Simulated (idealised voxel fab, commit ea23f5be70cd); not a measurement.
Herein follows the process module entitled voxel capacitor over wiring.
Each square cell in cross-section cut measures 5 nm, and the section as a whole is 225 nm wide.
Just so we're on the same page, the cross-sections are grids of square cells, and they're listed out in bands top to bottom, each band one or more rows deep.
Basically the band line says how high the top is and how high the bottom is, in nm, and then what's in it from left to right, every material with its width in nm. Empty space shows up as "empty", and if a single material carries "throughout" it runs the full band edge to edge.
Height 0 is the level under which the wafer as received is all one material. The lowest band goes on downwards, as in "z 0 and below".
A width given as "30->40" starts at the first number in the band's top row and ends at the second number in its bottom row, shifting by an equal amount at every step from row to row.
Where the words "nothing got changed" appear for a step, the cross-section shows no cell changed by that step; every cell remained as before.
Encapsulated voids: empty space of 8 cells or more with no open way to the top, each as width x height at its distance from the left edge, in nm
Read whatever lies past the settings on a step's line as the simulator's own remark about the step.
overlay nm: where the mask lay relative to plan, measured to the right, on steps with a mask; negatives go left.
### Intended process steps
1,RECEIVE: material Si
2,CONFORMAL_DEP: material SiO2, thk nm 15
3,DIRECTIONAL_DEP: material TiN, thk nm 5
4,DIRECTIONAL_DEP: material W, thk nm 25
5,MASKED_ETCH: tone cover, mask id METAL_1, width nm 30, pitch nm 95, etch materials W, depth nm 25, overlay nm 0
6,MASKED_ETCH: tone cover, mask id METAL_1, width nm 30, pitch nm 95, etch materials TiN, depth nm 5, overlay nm 0
7,CONFORMAL_DEP: material SiN, thk nm 5
8,FILL_DEP: material SiO2, thk nm 10
9,CMP: height nm 45
10,CONFORMAL_DEP: material SiCN, thk nm 5
11,DIRECTIONAL_DEP: material lowk, thk nm 20
12,DIRECTIONAL_DEP: material aC, thk nm 15
13,PATTERN: tone open, mask id PLUG_1, material resist, width nm 15, thk nm 30, overlay nm 0
14,DIRECTIONAL_ETCH: etch materials aC, depth nm 15
15,STRIP: etch materials resist
16,DIRECTIONAL_ETCH: etch materials lowk, depth nm 20
17,DIRECTIONAL_ETCH: etch materials SiCN, depth nm 5
18,STRIP: etch materials aC
19,EPI: material Ru, thk nm 10
20,EPI: material Ru, thk nm 10
21,EPI: material Ru, thk nm 5
22,DIRECTIONAL_DEP: material TiN, thk nm 10
23,DIRECTIONAL_DEP: material SiN, thk nm 5
24,DIRECTIONAL_DEP: material TiN, thk nm 10
25,DIRECTIONAL_DEP: material aC, thk nm 15
26,PATTERN: tone cover, mask id UPPER_PLATE, material resist, width nm 70, thk nm 35, overlay nm 0
27,DIRECTIONAL_ETCH: etch materials aC, depth nm 15
28,STRIP: etch materials resist
29,DIRECTIONAL_ETCH: etch materials TiN, depth nm 10
30,DIRECTIONAL_ETCH: etch materials SiN, depth nm 5
31,STRIP: etch materials aC
32,DIRECTIONAL_DEP: material aC, thk nm 10
33,PATTERN: tone cover, mask id LOWER_PLATE, material resist, width nm 80, thk nm 25, overlay nm 0
34,DIRECTIONAL_ETCH: etch materials aC, depth nm 10
35,STRIP: etch materials resist
36,DIRECTIONAL_ETCH: etch materials TiN, depth nm 10
37,STRIP: etch materials aC
38,FILL_DEP: material SiO2, thk nm 20
39,CMP: height nm 110
40,DIRECTIONAL_DEP: material aC, thk nm 15
41,PATTERN: tone open, mask id PLUG_2, material resist, width nm 15, thk nm 35, overlay nm 0
42,DIRECTIONAL_ETCH: etch materials aC, depth nm 15
43,STRIP: etch materials resist
44,DIRECTIONAL_ETCH: etch materials SiO2, depth nm 15
45,STRIP: etch materials aC
46,CONFORMAL_DEP: material TiN, thk nm 5
47,FILL_DEP: material Ru, thk nm 10
48,CMP: height nm 110
49,CONFORMAL_DEP: material SiCN, thk nm 5
### Incoming wafer in cross-section (state: after step 1)
z 0 and below = Si throughout
Encapsulated voids: none
### Final wafer profile in cross-section after the module, from the same start and plan as above, with one mistake made during processing
z 115 to 110 = SiCN throughout
z 110 to 100 = 75 SiO2 / 5 TiN / 5 Ru / 5 TiN / 135 SiO2
z 100 to 95 = 75 SiO2 / 15 TiN / 135 SiO2
z 95 to 90 = SiO2 throughout
z 90 to 80 = 65 SiO2 / 70 TiN / 90 SiO2
z 80 to 70 = 60 SiO2 / 80 TiN / 85 SiO2
z 70 to 50 = 65 lowk / 15 Ru / 145 lowk
z 50 to 45 = 65 SiCN / 15 Ru / 145 SiCN
z 45 to 20 = 45 SiO2 / 5 SiN / 30 W / 5 SiN / 55 SiO2 / 5 SiN / 30 W / 5 SiN / 45 SiO2
z 20 to 15 = 50 SiN / 30 TiN / 65 SiN / 30 TiN / 50 SiN
z 15 to 0 = SiO2 throughout
z 0 and below = Si throughout
Encapsulated voids: none
Processing error: heads up, step 23 of the plan was skipped and never actually ran
